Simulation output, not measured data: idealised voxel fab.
This is a process module. Its name is voxel wiring stack.
The width of the displayed cross-section, cut, is 195 nm; its cells are square, with a size of 5 nm.
We lay out every cross-section as a grid of square cells and spell it out in bands from the top down, where one band means one or more rows of cells. The entry gives the band's vertical extent as a top height and a bottom height in nm, then its horizontal make-up as materials from left to right, each with a width in nm. "air" stands for empty space; a single material marked "throughout" fills the band edge to edge. Counting heights begins at 0, where everything beneath is, in the wafer as received, one material. The lowest band has no bottom; it goes on downwards, as "0..down" shows. A two-number width, for instance "30..40", indicates that the width is equal to the first number in the top row of the band and to the second number in the bottom row, and that it changes by a constant amount per row of cells. Key: "no alterations made" - step with no changed cell in the cross-section. "Unvented internal voids" enumerates empty spaces isolated from the top, with no open way to it, that contain at least 8 cells, giving each as width x height at distance from the left edge, all three in nm. Note: text after step settings on the step line = simulator remark on that step. overlay nm: step with mask; distance mask lay right of planned place; negative value = left of planned place.
**This section lists the process steps that were planned**
1. RECEIVE with material Si
2. CONFORMAL_DEP with material SiO2, thk nm 10
3. CONFORMAL_DEP with material SiCN, thk nm 5
4. DIRECTIONAL_DEP with material lowk, thk nm 20
5. MASKED_ETCH with tone open, mask id METAL_1, width nm 25, pitch nm 45, etch materials lowk, depth nm 20, overlay nm 0
6. MASKED_ETCH with tone open, mask id METAL_1, width nm 25, pitch nm 45, etch materials SiCN, depth nm 5, overlay nm 0
7. CONFORMAL_DEP with material TiN, thk nm 5
8. FILL_DEP with material Ru, thk nm 5
9. CMP with height nm 35
10. CONFORMAL_DEP with material SiCN, thk nm 5
11. DIRECTIONAL_DEP with material SiO2, thk nm 35
12. MASKED_ETCH with tone open, mask id METAL_2_HOLES, width nm 15, pitch nm 45, etch materials SiO2, depth nm 35, overlay nm 0
13. DIRECTIONAL_DEP with material aC, thk nm 15
14. PATTERN with tone open, mask id METAL_2, material resist, width nm 25, pitch nm 45, thk nm 30, overlay nm 0
15. DIRECTIONAL_ETCH with etch materials aC, depth nm 15
16. STRIP with etch materials resist
17. DIRECTIONAL_ETCH with etch materials SiO2, depth nm 20
18. DIRECTIONAL_ETCH with etch materials SiCN, depth nm 5
19. STRIP with etch materials aC
20. CONFORMAL_DEP with material TiN, thk nm 5
21. FILL_DEP with material Cu, thk nm 5
22. CMP with height nm 75
23. CONFORMAL_DEP with material SiCN, thk nm 5
24. DIRECTIONAL_DEP with material SiO2, thk nm 10
25. DIRECTIONAL_DEP with material aC, thk nm 10
26. PATTERN with tone open, mask id PLUG_2, material resist, width nm 15, pitch nm 90, thk nm 25, overlay nm 0
27. DIRECTIONAL_ETCH with etch materials aC, depth nm 10
28. STRIP with etch materials resist
29. DIRECTIONAL_ETCH with etch materials SiO2, depth nm 10
30. DIRECTIONAL_ETCH with etch materials SiCN, depth nm 5
31. STRIP with etch materials aC
32. CONFORMAL_DEP with material TiN, thk nm 5
33. FILL_DEP with material Cu, thk nm 5
34. CMP with height nm 90
35. DIRECTIONAL_DEP with material TiN, thk nm 5
36. DIRECTIONAL_DEP with material W, thk nm 20
37. MASKED_ETCH with tone cover, mask id METAL_3, width nm 25, pitch nm 45, etch materials W, depth nm 20, overlay nm 0
38. MASKED_ETCH with tone cover, mask id METAL_3, width nm 25, pitch nm 45, etch materials TiN, depth nm 5, overlay nm 0
39. CONFORMAL_DEP with material SiCN, thk nm 5
40. FILL_DEP with material SiO2, thk nm 10
41. CMP with height nm 115
42. CONFORMAL_DEP with material SiN, thk nm 5
**First of two wafers: run as planned**
**Incoming wafer, cross-sectional view, post step 1**
0..down = Si throughout
Unvented internal voids: none
**Cross-section of the wafer after step 2**
10..0 = SiO2 throughout
All layers under 0 are left as they were.
**Cross-section of the wafer after step 3**
15..10 = SiCN throughout
All layers under 10 are left as they were.
**Cross-section of the wafer after step 4**
35..15 = lowk throughout
All layers under 15 are left as they were.
**Cross-section of the wafer after step 5**
35..15 = 40 nm lowk / 25 nm air / 20 nm lowk / 25 nm air / 20 nm lowk / 25 nm air / 40 nm lowk
All layers under 15 are left as they were.
**Cross-section of the wafer after step 6**
35..15 = 40 nm lowk / 25 nm air / 20 nm lowk / 25 nm air / 20 nm lowk / 25 nm air / 40 nm lowk
15..10 = 40 nm SiCN / 25 nm air / 20 nm SiCN / 25 nm air / 20 nm SiCN / 25 nm air / 40 nm SiCN
All layers under 10 are left as they were.
**Cross-section of the wafer after step 7**
40..35 = 45 nm TiN / 15 nm air / 30 nm TiN / 15 nm air / 30 nm TiN / 15 nm air / 45 nm TiN
35..15 = 40 nm lowk / 5 nm TiN / 15 nm air / 5 nm TiN / 20 nm lowk / 5 nm TiN / 15 nm air / 5 nm TiN / 20 nm lowk / 5 nm TiN / 15 nm air / 5 nm TiN / 40 nm lowk
15..10 = 40 nm SiCN / 25 nm TiN / 20 nm SiCN / 25 nm TiN / 20 nm SiCN / 25 nm TiN / 40 nm SiCN
All layers under 10 are left as they were.
**Cross-section of the wafer after step 8**
45..40 = Ru throughout
40..35 = 45 nm TiN / 15 nm Ru / 30 nm TiN / 15 nm Ru / 30 nm TiN / 15 nm Ru / 45 nm TiN
35..15 = 40 nm lowk / 5 nm TiN / 15 nm Ru / 5 nm TiN / 20 nm lowk / 5 nm TiN / 15 nm Ru / 5 nm TiN / 20 nm lowk / 5 nm TiN / 15 nm Ru / 5 nm TiN / 40 nm lowk
All layers under 15 are left as they were.
**Cross-section of the wafer after step 9**
35..15 = 40 nm lowk / 5 nm TiN / 15 nm Ru / 5 nm TiN / 20 nm lowk / 5 nm TiN / 15 nm Ru / 5 nm TiN / 20 nm lowk / 5 nm TiN / 15 nm Ru / 5 nm TiN / 40 nm lowk
All layers under 15 are left as they were.
**Cross-section of the wafer after step 10**
40..35 = SiCN throughout
All layers under 35 are left as they were.
**Cross-section of the wafer after step 11**
75..40 = SiO2 throughout
All layers under 40 are left as they were.
**Cross-section of the wafer after step 12**
75..40 = 40 nm SiO2 / 15 nm air / 30 nm SiO2 / 15 nm air / 30 nm SiO2 / 15 nm air / 50 nm SiO2
All layers under 40 are left as they were.
**Cross-section of the wafer after step 13**
90..75 = 40 nm aC / 15 nm air / 30 nm aC / 15 nm air / 30 nm aC / 15 nm air / 50 nm aC
75..55 = 40 nm SiO2 / 15 nm air / 30 nm SiO2 / 15 nm air / 30 nm SiO2 / 15 nm air / 50 nm SiO2
55..40 = 40 nm SiO2 / 15 nm aC / 30 nm SiO2 / 15 nm aC / 30 nm SiO2 / 15 nm aC / 50 nm SiO2
All layers under 40 are left as they were.
**Cross-section of the wafer after step 14**
120..90 = 40 nm resist / 25 nm air / 20 nm resist / 25 nm air / 20 nm resist / 25 nm air / 40 nm resist
All layers under 90 are left as they were.
**Cross-section of the wafer after step 15**
105..90 = 40 nm resist / 25 nm air / 20 nm resist / 25 nm air / 20 nm resist / 25 nm air / 40 nm resist
90..75 = 40 nm aC / 25 nm air / 20 nm aC / 25 nm air / 20 nm aC / 25 nm air / 40 nm aC
75..40 = 40 nm SiO2 / 15 nm air / 30 nm SiO2 / 15 nm air / 30 nm SiO2 / 15 nm air / 50 nm SiO2
All layers under 40 are left as they were.
**Cross-section of the wafer after step 16**
90..75 = 40 nm aC / 25 nm air / 20 nm aC / 25 nm air / 20 nm aC / 25 nm air / 40 nm aC
All layers under 75 are left as they were.
**Cross-section of the wafer after step 17**
90..75 = 40 nm aC / 25 nm air / 20 nm aC / 25 nm air / 20 nm aC / 25 nm air / 40 nm aC
75..55 = 40 nm SiO2 / 25 nm air / 20 nm SiO2 / 25 nm air / 20 nm SiO2 / 25 nm air / 40 nm SiO2
All layers under 55 are left as they were.
**Cross-section of the wafer after step 18**
90..75 = 40 nm aC / 25 nm air / 20 nm aC / 25 nm air / 20 nm aC / 25 nm air / 40 nm aC
75..55 = 40 nm SiO2 / 25 nm air / 20 nm SiO2 / 25 nm air / 20 nm SiO2 / 25 nm air / 40 nm SiO2
55..40 = 40 nm SiO2 / 15 nm air / 30 nm SiO2 / 15 nm air / 30 nm SiO2 / 15 nm air / 50 nm SiO2
40..35 = 40 nm SiCN / 15 nm air / 30 nm SiCN / 15 nm air / 30 nm SiCN / 15 nm air / 50 nm SiCN
All layers under 35 are left as they were.
**Cross-section of the wafer after step 19**
75..55 = 40 nm SiO2 / 25 nm air / 20 nm SiO2 / 25 nm air / 20 nm SiO2 / 25 nm air / 40 nm SiO2
All layers under 55 are left as they were.
**Cross-section of the wafer after step 20**
80..75 = 45 nm TiN / 15 nm air / 30 nm TiN / 15 nm air / 30 nm TiN / 15 nm air / 45 nm TiN
75..60 = 40 nm SiO2 / 5 nm TiN / 15 nm air / 5 nm TiN / 20 nm SiO2 / 5 nm TiN / 15 nm air / 5 nm TiN / 20 nm SiO2 / 5 nm TiN / 15 nm air / 5 nm TiN / 40 nm SiO2
60..55 = 40 nm SiO2 / 5 nm TiN / 5 nm air / 15 nm TiN / 20 nm SiO2 / 5 nm TiN / 5 nm air / 15 nm TiN / 20 nm SiO2 / 5 nm TiN / 5 nm air / 15 nm TiN / 40 nm SiO2
55..40 = 40 nm SiO2 / 5 nm TiN / 5 nm air / 5 nm TiN / 30 nm SiO2 / 5 nm TiN / 5 nm air / 5 nm TiN / 30 nm SiO2 / 5 nm TiN / 5 nm air / 5 nm TiN / 50 nm SiO2
40..35 = 40 nm SiCN / 15 nm TiN / 30 nm SiCN / 15 nm TiN / 30 nm SiCN / 15 nm TiN / 50 nm SiCN
All layers under 35 are left as they were.
**Cross-section of the wafer after step 21**
85..80 = Cu throughout
80..75 = 45 nm TiN / 15 nm Cu / 30 nm TiN / 15 nm Cu / 30 nm TiN / 15 nm Cu / 45 nm TiN
75..60 = 40 nm SiO2 / 5 nm TiN / 15 nm Cu / 5 nm TiN / 20 nm SiO2 / 5 nm TiN / 15 nm Cu / 5 nm TiN / 20 nm SiO2 / 5 nm TiN / 15 nm Cu / 5 nm TiN / 40 nm SiO2
60..55 = 40 nm SiO2 / 5 nm TiN / 5 nm Cu / 15 nm TiN / 20 nm SiO2 / 5 nm TiN / 5 nm Cu / 15 nm TiN / 20 nm SiO2 / 5 nm TiN / 5 nm Cu / 15 nm TiN / 40 nm SiO2
55..40 = 40 nm SiO2 / 5 nm TiN / 5 nm Cu / 5 nm TiN / 30 nm SiO2 / 5 nm TiN / 5 nm Cu / 5 nm TiN / 30 nm SiO2 / 5 nm TiN / 5 nm Cu / 5 nm TiN / 50 nm SiO2
All layers under 40 are left as they were.
**Cross-section of the wafer after step 22**
75..60 = 40 nm SiO2 / 5 nm TiN / 15 nm Cu / 5 nm TiN / 20 nm SiO2 / 5 nm TiN / 15 nm Cu / 5 nm TiN / 20 nm SiO2 / 5 nm TiN / 15 nm Cu / 5 nm TiN / 40 nm SiO2
All layers under 60 are left as they were.
**Cross-section of the wafer after step 23**
80..75 = SiCN throughout
All layers under 75 are left as they were.
**Cross-section of the wafer after step 24**
90..80 = SiO2 throughout
All layers under 80 are left as they were.
**Cross-section of the wafer after step 25**
100..90 = aC throughout
All layers under 90 are left as they were.
**Cross-section of the wafer after step 26**
125..100 = 40 nm resist / 15 nm air / 75 nm resist / 15 nm air / 50 nm resist
All layers under 100 are left as they were.
**Cross-section of the wafer after step 27**
115..100 = 40 nm resist / 15 nm air / 75 nm resist / 15 nm air / 50 nm resist
100..90 = 40 nm aC / 15 nm air / 75 nm aC / 15 nm air / 50 nm aC
All layers under 90 are left as they were.
**Cross-section of the wafer after step 28**
100..90 = 40 nm aC / 15 nm air / 75 nm aC / 15 nm air / 50 nm aC
All layers under 90 are left as they were.
**Cross-section of the wafer after step 29**
100..90 = 40 nm aC / 15 nm air / 75 nm aC / 15 nm air / 50 nm aC
90..80 = 40 nm SiO2 / 15 nm air / 75 nm SiO2 / 15 nm air / 50 nm SiO2
All layers under 80 are left as they were.
**Cross-section of the wafer after step 30**
100..90 = 40 nm aC / 15 nm air / 75 nm aC / 15 nm air / 50 nm aC
90..80 = 40 nm SiO2 / 15 nm air / 75 nm SiO2 / 15 nm air / 50 nm SiO2
80..75 = 40 nm SiCN / 15 nm air / 75 nm SiCN / 15 nm air / 50 nm SiCN
All layers under 75 are left as they were.
**Cross-section of the wafer after step 31**
90..80 = 40 nm SiO2 / 15 nm air / 75 nm SiO2 / 15 nm air / 50 nm SiO2
All layers under 80 are left as they were.
**Cross-section of the wafer after step 32**
95..90 = 45 nm TiN / 5 nm air / 85 nm TiN / 5 nm air / 55 nm TiN
90..80 = 40 nm SiO2 / 5 nm TiN / 5 nm air / 5 nm TiN / 75 nm SiO2 / 5 nm TiN / 5 nm air / 5 nm TiN / 50 nm SiO2
80..75 = 40 nm SiCN / 15 nm TiN / 75 nm SiCN / 15 nm TiN / 50 nm SiCN
All layers under 75 are left as they were.
**Cross-section of the wafer after step 33**
100..95 = Cu throughout
95..90 = 45 nm TiN / 5 nm Cu / 85 nm TiN / 5 nm Cu / 55 nm TiN
90..80 = 40 nm SiO2 / 5 nm TiN / 5 nm Cu / 5 nm TiN / 75 nm SiO2 / 5 nm TiN / 5 nm Cu / 5 nm TiN / 50 nm SiO2
All layers under 80 are left as they were.
**Cross-section of the wafer after step 34**
90..80 = 40 nm SiO2 / 5 nm TiN / 5 nm Cu / 5 nm TiN / 75 nm SiO2 / 5 nm TiN / 5 nm Cu / 5 nm TiN / 50 nm SiO2
All layers under 80 are left as they were.
**Cross-section of the wafer after step 35**
95..90 = TiN throughout
All layers under 90 are left as they were.
**Cross-section of the wafer after step 36**
115..95 = W throughout
All layers under 95 are left as they were.
**Cross-section of the wafer after step 37**
115..95 = 40 nm air / 25 nm W / 20 nm air / 25 nm W / 20 nm air / 25 nm W / 40 nm air
All layers under 95 are left as they were.
**Cross-section of the wafer after step 38**
115..95 = 40 nm air / 25 nm W / 20 nm air / 25 nm W / 20 nm air / 25 nm W / 40 nm air
95..90 = 40 nm air / 25 nm TiN / 20 nm air / 25 nm TiN / 20 nm air / 25 nm TiN / 40 nm air
All layers under 90 are left as they were.
**Cross-section of the wafer after step 39**
120..115 = 35 nm air / 35 nm SiCN / 10 nm air / 35 nm SiCN / 10 nm air / 35 nm SiCN / 35 nm air
115..95 = 35 nm air / 5 nm SiCN / 25 nm W / 5 nm SiCN / 10 nm air / 5 nm SiCN / 25 nm W / 5 nm SiCN / 10 nm air / 5 nm SiCN / 25 nm W / 5 nm SiCN / 35 nm air
95..90 = 40 nm SiCN / 25 nm TiN / 20 nm SiCN / 25 nm TiN / 20 nm SiCN / 25 nm TiN / 40 nm SiCN
All layers under 90 are left as they were.
**Cross-section of the wafer after step 40**
130..120 = SiO2 throughout
120..115 = 35 nm SiO2 / 35 nm SiCN / 10 nm SiO2 / 35 nm SiCN / 10 nm SiO2 / 35 nm SiCN / 35 nm SiO2
115..95 = 35 nm SiO2 / 5 nm SiCN / 25 nm W / 5 nm SiCN / 10 nm SiO2 / 5 nm SiCN / 25 nm W / 5 nm SiCN / 10 nm SiO2 / 5 nm SiCN / 25 nm W / 5 nm SiCN / 35 nm SiO2
All layers under 95 are left as they were.
**Cross-section of the wafer after step 41**
115..95 = 35 nm SiO2 / 5 nm SiCN / 25 nm W / 5 nm SiCN / 10 nm SiO2 / 5 nm SiCN / 25 nm W / 5 nm SiCN / 10 nm SiO2 / 5 nm SiCN / 25 nm W / 5 nm SiCN / 35 nm SiO2
All layers under 95 are left as they were.
**Cross-section of the wafer after step 42**
120..115 = SiN throughout
All layers under 115 are left as they were.
**Second wafer: same start and same plan as the first, one execution error; identical to the first through step 25**
**What the second wafer looks like in cross-section when step 26 should have wrapped up**
125..100 = 45 nm resist / 15 nm air / 75 nm resist / 15 nm air / 45 nm resist
All layers under 100 are left as they were.
**What the second wafer looks like in cross-section when step 27 should have wrapped up**
115..100 = 45 nm resist / 15 nm air / 75 nm resist / 15 nm air / 45 nm resist
100..90 = 45 nm aC / 15 nm air / 75 nm aC / 15 nm air / 45 nm aC
All layers under 90 are left as they were.
**What the second wafer looks like in cross-section when step 28 should have wrapped up**
100..90 = 45 nm aC / 15 nm air / 75 nm aC / 15 nm air / 45 nm aC
All layers under 90 are left as they were.
**What the second wafer looks like in cross-section when step 29 should have wrapped up**
100..90 = 45 nm aC / 15 nm air / 75 nm aC / 15 nm air / 45 nm aC
90..80 = 45 nm SiO2 / 15 nm air / 75 nm SiO2 / 15 nm air / 45 nm SiO2
All layers under 80 are left as they were.
**What the second wafer looks like in cross-section when step 30 should have wrapped up**
100..90 = 45 nm aC / 15 nm air / 75 nm aC / 15 nm air / 45 nm aC
90..80 = 45 nm SiO2 / 15 nm air / 75 nm SiO2 / 15 nm air / 45 nm SiO2
80..75 = 45 nm SiCN / 15 nm air / 75 nm SiCN / 15 nm air / 45 nm SiCN
All layers under 75 are left as they were.
**What the second wafer looks like in cross-section when step 31 should have wrapped up**
90..80 = 45 nm SiO2 / 15 nm air / 75 nm SiO2 / 15 nm air / 45 nm SiO2
All layers under 80 are left as they were.
**What the second wafer looks like in cross-section when step 32 should have wrapped up**
95..90 = 50 nm TiN / 5 nm air / 85 nm TiN / 5 nm air / 50 nm TiN
90..80 = 45 nm SiO2 / 5 nm TiN / 5 nm air / 5 nm TiN / 75 nm SiO2 / 5 nm TiN / 5 nm air / 5 nm TiN / 45 nm SiO2
80..75 = 45 nm SiCN / 15 nm TiN / 75 nm SiCN / 15 nm TiN / 45 nm SiCN
All layers under 75 are left as they were.
**What the second wafer looks like in cross-section when step 33 should have wrapped up**
100..95 = Cu throughout
95..90 = 50 nm TiN / 5 nm Cu / 85 nm TiN / 5 nm Cu / 50 nm TiN
90..80 = 45 nm SiO2 / 5 nm TiN / 5 nm Cu / 5 nm TiN / 75 nm SiO2 / 5 nm TiN / 5 nm Cu / 5 nm TiN / 45 nm SiO2
All layers under 80 are left as they were.
**What the second wafer looks like in cross-section when step 34 should have wrapped up**
90..80 = 45 nm SiO2 / 5 nm TiN / 5 nm Cu / 5 nm TiN / 75 nm SiO2 / 5 nm TiN / 5 nm Cu / 5 nm TiN / 45 nm SiO2
All layers under 80 are left as they were.
**What the second wafer looks like in cross-section when step 35 should have wrapped up**
95..90 = TiN throughout
All layers under 90 are left as they were.
**What the second wafer looks like in cross-section when step 36 should have wrapped up**
115..95 = W throughout
All layers under 95 are left as they were.
**What the second wafer looks like in cross-section when step 37 should have wrapped up**
115..95 = 40 nm air / 25 nm W / 20 nm air / 25 nm W / 20 nm air / 25 nm W / 40 nm air
All layers under 95 are left as they were.
**What the second wafer looks like in cross-section when step 38 should have wrapped up**
115..95 = 40 nm air / 25 nm W / 20 nm air / 25 nm W / 20 nm air / 25 nm W / 40 nm air
95..90 = 40 nm air / 25 nm TiN / 20 nm air / 25 nm TiN / 20 nm air / 25 nm TiN / 40 nm air
All layers under 90 are left as they were.
**What the second wafer looks like in cross-section when step 39 should have wrapped up**
120..115 = 35 nm air / 35 nm SiCN / 10 nm air / 35 nm SiCN / 10 nm air / 35 nm SiCN / 35 nm air
115..95 = 35 nm air / 5 nm SiCN / 25 nm W / 5 nm SiCN / 10 nm air / 5 nm SiCN / 25 nm W / 5 nm SiCN / 10 nm air / 5 nm SiCN / 25 nm W / 5 nm SiCN / 35 nm air
95..90 = 40 nm SiCN / 25 nm TiN / 20 nm SiCN / 25 nm TiN / 20 nm SiCN / 25 nm TiN / 40 nm SiCN
All layers under 90 are left as they were.
**What the second wafer looks like in cross-section when step 40 should have wrapped up**
130..120 = SiO2 throughout
120..115 = 35 nm SiO2 / 35 nm SiCN / 10 nm SiO2 / 35 nm SiCN / 10 nm SiO2 / 35 nm SiCN / 35 nm SiO2
115..95 = 35 nm SiO2 / 5 nm SiCN / 25 nm W / 5 nm SiCN / 10 nm SiO2 / 5 nm SiCN / 25 nm W / 5 nm SiCN / 10 nm SiO2 / 5 nm SiCN / 25 nm W / 5 nm SiCN / 35 nm SiO2
All layers under 95 are left as they were.
**What the second wafer looks like in cross-section when step 41 should have wrapped up**
115..95 = 35 nm SiO2 / 5 nm SiCN / 25 nm W / 5 nm SiCN / 10 nm SiO2 / 5 nm SiCN / 25 nm W / 5 nm SiCN / 10 nm SiO2 / 5 nm SiCN / 25 nm W / 5 nm SiCN / 35 nm SiO2
All layers under 95 are left as they were.
**What the second wafer looks like in cross-section when step 42 should have wrapped up**
120..115 = SiN throughout
All layers under 115 are left as they were.
Against the plan, the run slipped here: step 26 did not use the planned setting and instead ran as PATTERN with tone open, mask id PLUG_2, material resist, width nm 15, pitch nm 90, thk nm 25, overlay nm 5
Comparing end states, the material composition by cell count is preserved from the first wafer to the second, while the locations of the cells are not.
